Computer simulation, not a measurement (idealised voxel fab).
Documented hereafter: the process module known as voxel capacitor over wiring.
Shown is cross-section cut, with a width of 260 nm and square cells of size 5 nm.
When this document writes out a cross-section, it uses a grid of square cells and lists it as bands, beginning at the top and moving down, with a band standing for one or more rows of cells.
Heads up on the band format: heights come first, top then bottom, in nm. After that it's the materials left to right, each with its width in nm. A single material flagged "everywhere" fills the whole band edge to edge, and "air" means there's empty space there.
We count height from 0. Below that, the starting wafer is all one material. The lowest band never ends at the bottom but goes on down; see "top 0, no bottom" for how that is written.
Think of "30..40" as a width that walks from the first number to the second as you go down the band, top row to bottom row, taking equal-sized steps from row to row.
The designation "no change", where it is given for a processing step, indicates that no cell of the cross-section was altered in the course of that step.
What "Trapped voids" gives you is every empty space of 8 cells or more that is cut off from the top. Each appears as width x height at distance, with the distance taken from the left edge and width, height and distance all in nm.
Heads up: the bit after the settings on a step's line is the simulator's remark on that step.
The setting "overlay nm" may be written on the line of a step. When the step uses a mask, the value reports how far to the right of the planned place the mask lay, and a negative value reports that it lay to the left.
STEPS IN THE PROCESS PLAN
1 RECEIVE: material Si
2 CONFORMAL_DEP: material SiO2, thk nm 10
3 CONFORMAL_DEP: material SiN, thk nm 5
4 DIRECTIONAL_DEP: material lowk, thk nm 15
5 PATTERN: tone open, mask id METAL_1, material resist, width nm 30, pitch nm 90, thk nm 15, overlay nm 0
6 DIRECTIONAL_ETCH: etch materials lowk, depth nm 15
7 DIRECTIONAL_ETCH: etch materials SiN, depth nm 5
8 STRIP: etch materials resist
9 CONFORMAL_DEP: material TiN, thk nm 5
10 FILL_DEP: material Cu, thk nm 10
11 CMP: height nm 30
12 CONFORMAL_DEP: material SiCN, thk nm 5
13 DIRECTIONAL_DEP: material SiO2, thk nm 10
14 MASKED_ETCH: tone open, mask id PLUG_1, width nm 15, etch materials SiO2, depth nm 10, overlay nm 0
15 MASKED_ETCH: tone open, mask id PLUG_1, width nm 15, etch materials SiCN, depth nm 5, overlay nm 0
16 EPI: material Ru, thk nm 10
17 EPI: material Ru, thk nm 5
18 DIRECTIONAL_DEP: material TiN, thk nm 10
19 DIRECTIONAL_DEP: material HfO2, thk nm 5
20 DIRECTIONAL_DEP: material TiN, thk nm 5
21 PATTERN: tone cover, mask id UPPER_PLATE, material resist, width nm 65, thk nm 15, overlay nm 0
22 DIRECTIONAL_ETCH: etch materials TiN, depth nm 5
23 DIRECTIONAL_ETCH: etch materials HfO2, depth nm 5
24 STRIP: etch materials resist
25 DIRECTIONAL_DEP: material aC, thk nm 15
26 PATTERN: tone cover, mask id LOWER_PLATE, material resist, width nm 75, thk nm 35, overlay nm 0
27 DIRECTIONAL_ETCH: etch materials aC, depth nm 15
28 STRIP: etch materials resist
29 DIRECTIONAL_ETCH: etch materials TiN, depth nm 10
30 STRIP: etch materials aC
31 FILL_DEP: material SiO2, thk nm 15
32 CMP: height nm 75
33 PATTERN: tone open, mask id PLUG_2, material resist, width nm 15, thk nm 15, overlay nm 0
34 DIRECTIONAL_ETCH: etch materials SiO2, depth nm 10
35 STRIP: etch materials resist
36 CONFORMAL_DEP: material TiN, thk nm 5
37 FILL_DEP: material Cu, thk nm 10
38 CMP: height nm 75
39 CONFORMAL_DEP: material SiN, thk nm 5
CROSS-SECTION: WAFER ON ARRIVAL = AFTER STEP 1
    top 0, no bottom: Si everywhere
    Trapped voids: none
CROSS-SECTION AT MODULE END, ONE RUN ERROR; START AND PLAN UNCHANGED FROM ABOVE
    top 80, bottom 75: SiN everywhere
    top 75, bottom 70: SiO2: 95; TiN: 5; Cu: 5; TiN: 5; SiO2: 150
    top 70, bottom 65: SiO2: 95; TiN: 15; SiO2: 150
    top 65, bottom 60: SiO2 everywhere
    top 60, bottom 55: SiO2: 85; HfO2: 65; SiO2: 110
    top 55, bottom 45: TiN: 80; SiO2: 5; TiN: 65; SiO2: 5; TiN: 105
    top 45, bottom 35: SiO2: 85; Ru: 15; SiO2: 160
    top 35, bottom 30: SiCN: 85; Ru: 15; SiCN: 160
    top 30, bottom 15: lowk: 70; TiN: 5; Cu: 20; TiN: 5; lowk: 60; TiN: 5; Cu: 20; TiN: 5; lowk: 70
    top 15, bottom 10: SiN: 70; TiN: 30; SiN: 60; TiN: 30; SiN: 70
    top 10, bottom 0: SiO2 everywhere
    top 0, no bottom: Si everywhere
    Trapped voids: none
The plan and the run diverged here: step 26 did not use the planned setting and instead ran as PATTERN: tone open, mask id LOWER_PLATE, material resist, width nm 75, thk nm 35, overlay nm 0
